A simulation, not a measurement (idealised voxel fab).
Presented below is a process module, voxel wiring stack.
Cross-sectional view cut (width: 250 nm; square cell size: 5 nm).
Cross-section, as written here: a square-cell grid given band by band from the top down, where a band holds one or more rows of cells.
In this notation a band is specified by the heights of its top and bottom, in that order and in nm, after which its materials appear from left to right, each paired with its width in nm. The word "edge to edge" attached to a single material means that material fills the band from edge to edge; the word "blank" stands for empty space.
Heights are reckoned from 0. Under this level, the received wafer is all of one material. The bottommost band is open-ended downward, for example "0..down".
So if you see something like "30..40" for the width, read it as the top row of the band sitting at the first number and the bottom row at the second, with every row in between moving by the same amount as the last.
Where the words "nothing was modified" appear for a step, the cross-section shows no cell changed by that step; every cell remained as before.
Under "Fully sealed cavities" you'll find the enclosed gaps, the ones with no way out to the top, that are 8 cells or bigger; each reads width x height at distance, with distance counted from the left edge, everything in nm.
Read whatever lies past the settings on a step's line as the simulator's own remark about the step.
overlay nm: right-of-plan distance of the mask on a masked step; negative values mean left-of-plan.

STEPS PLANNED FOR THE PROCESS
- 1: RECEIVE, material Si
- 2: CONFORMAL_DEP, material SiO2, thk nm 15
- 3: CONFORMAL_DEP, material SiN, thk nm 5
- 4: DIRECTIONAL_DEP, material SiO2, thk nm 15
- 5: DIRECTIONAL_DEP, material aC, thk nm 15
- 6: PATTERN, tone open, mask id METAL_1, material resist, width nm 30, pitch nm 60, thk nm 30, overlay nm 0
- 7: DIRECTIONAL_ETCH, etch materials aC, depth nm 15
- 8: STRIP, etch materials resist
- 9: DIRECTIONAL_ETCH, etch materials SiO2, depth nm 15
- 10: DIRECTIONAL_ETCH, etch materials SiN, depth nm 5
- 11: STRIP, etch materials aC
- 12: CONFORMAL_DEP, material TiN, thk nm 5
- 13: FILL_DEP, material Cu, thk nm 10
- 14: CMP, height nm 35
- 15: EPI, material Ru, thk nm 5
- 16: FILL_DEP, material SiCN, thk nm 5
- 17: DIRECTIONAL_DEP, material SiO2, thk nm 10
- 18: DIRECTIONAL_DEP, material aC, thk nm 15
- 19: PATTERN, tone open, mask id PLUG_1, material resist, width nm 15, pitch nm 60, thk nm 30, overlay nm 0
- 20: DIRECTIONAL_ETCH, etch materials aC, depth nm 15
- 21: STRIP, etch materials resist
- 22: DIRECTIONAL_ETCH, etch materials SiO2, depth nm 10
- 23: DIRECTIONAL_ETCH, etch materials SiCN, depth nm 5
- 24: STRIP, etch materials aC
- 25: EPI, material Ru, thk nm 10
- 26: EPI, material Ru, thk nm 5
- 27: CONFORMAL_DEP, material SiCN, thk nm 5
- 28: DIRECTIONAL_DEP, material lowk, thk nm 20
- 29: DIRECTIONAL_DEP, material aC, thk nm 15
- 30: PATTERN, tone open, mask id METAL_2, material resist, width nm 30, pitch nm 60, thk nm 30, overlay nm 0
- 31: DIRECTIONAL_ETCH, etch materials aC, depth nm 15
- 32: STRIP, etch materials resist
- 33: DIRECTIONAL_ETCH, etch materials lowk, depth nm 20
- 34: DIRECTIONAL_ETCH, etch materials SiCN, depth nm 5
- 35: STRIP, etch materials aC
- 36: CONFORMAL_DEP, material TiN, thk nm 5
- 37: FILL_DEP, material W, thk nm 10
- 38: CMP, height nm 80
- 39: CONFORMAL_DEP, material SiCN, thk nm 5
- 40: DIRECTIONAL_DEP, material SiO2, thk nm 30
- 41: DIRECTIONAL_DEP, material aC, thk nm 15
- 42: PATTERN, tone open, mask id METAL_3_HOLES, material resist, width nm 15, pitch nm 60, thk nm 35, overlay nm 0
- 43: DIRECTIONAL_ETCH, etch materials aC, depth nm 15
- 44: STRIP, etch materials resist
- 45: DIRECTIONAL_ETCH, etch materials SiO2, depth nm 30
- 46: STRIP, etch materials aC
- 47: MASKED_ETCH, tone open, mask id METAL_3, width nm 30, pitch nm 60, etch materials SiO2, depth nm 15, overlay nm 0
- 48: MASKED_ETCH, tone open, mask id METAL_3, width nm 30, pitch nm 60, etch materials SiCN, depth nm 5, overlay nm 0
- 49: CONFORMAL_DEP, material TiN, thk nm 5
- 50: FILL_DEP, material Ru, thk nm 10
- 51: CMP, height nm 115
- 52: CONFORMAL_DEP, material SiCN, thk nm 5
- 53: DIRECTIONAL_DEP, material lowk, thk nm 25
- 54: PATTERN, tone open, mask id METAL_4_HOLES, material resist, width nm 15, thk nm 15, overlay nm 0
- 55: DIRECTIONAL_ETCH, etch materials lowk, depth nm 25
- 56: STRIP, etch materials resist
- 57: MASKED_ETCH, tone open, mask id METAL_4, width nm 30, pitch nm 60, etch materials lowk, depth nm 15, overlay nm 0
- 58: MASKED_ETCH, tone open, mask id METAL_4, width nm 30, pitch nm 60, etch materials SiCN, depth nm 5, overlay nm 0
- 59: CONFORMAL_DEP, material TiN, thk nm 5
- 60: FILL_DEP, material Cu, thk nm 10
- 61: CMP, height nm 145
- 62: CONFORMAL_DEP, material SiCN, thk nm 5

CROSS-SECTION OF THE WAFER UPON ARRIVAL, REPRESENTING THE STATE REACHED AFTER STEP 1
  0..down | Si edge to edge
  Fully sealed cavities: none

MODULE COMPLETE, CROSS-SECTION. STARTING POINT AND PLAN PER ABOVE. ONE MISTAKE MADE IN RUNNING THE MODULE
  150..145 | SiCN edge to edge
  145..135 | lowk 80 / TiN 5 / Cu 15 / TiN 5 / lowk 40 / TiN 5 / Cu 10 / TiN 5 / lowk 85
  135..130 | lowk 80 / TiN 5 / Cu 5 / TiN 15 / lowk 40 / TiN 20 / lowk 85
  130..120 | lowk 80 / TiN 5 / Cu 5 / TiN 5 / lowk 155
  120..115 | SiCN 80 / TiN 15 / SiCN 155
  115..105 | SiO2 80 / TiN 5 / Ru 20 / TiN 5 / SiO2 30 / TiN 5 / Ru 20 / TiN 5 / SiO2 80
  105..100 | SiO2 80 / TiN 5 / Ru 5 / TiN 20 / SiO2 30 / TiN 5 / Ru 5 / TiN 20 / SiO2 80
  100..85 | SiO2 80 / TiN 5 / Ru 5 / TiN 5 / SiO2 45 / TiN 5 / Ru 5 / TiN 5 / SiO2 95
  85..80 | SiCN 80 / TiN 15 / SiCN 45 / TiN 15 / SiCN 95
  80..60 | lowk 80 / TiN 5 / W 20 / TiN 5 / lowk 30 / TiN 5 / W 20 / TiN 5 / lowk 80
  60..55 | SiCN 80 / TiN 30 / SiCN 30 / TiN 30 / SiCN 80
  55..45 | SiO2 80 / Ru 15 / SiO2 45 / Ru 15 / SiO2 95
  45..35 | SiCN 80..75 / Ru 15..40 / SiCN 45..20 / Ru 15..40 / SiCN 95..75
  35..20 | SiO2 80 / TiN 5 / Cu 20 / TiN 5 / SiO2 30 / TiN 5 / Cu 20 / TiN 5 / SiO2 80
  20..15 | SiN 80 / TiN 30 / SiN 30 / TiN 30 / SiN 80
  15..0 | SiO2 edge to edge
  0..down | Si edge to edge
  Fully sealed cavities: none
Here's what went sideways: heads up, step 57 didn't go per plan, it actually ran as MASKED_ETCH, tone open, mask id METAL_4, width nm 20, pitch nm 60, etch materials lowk, depth nm 15, overlay nm 0
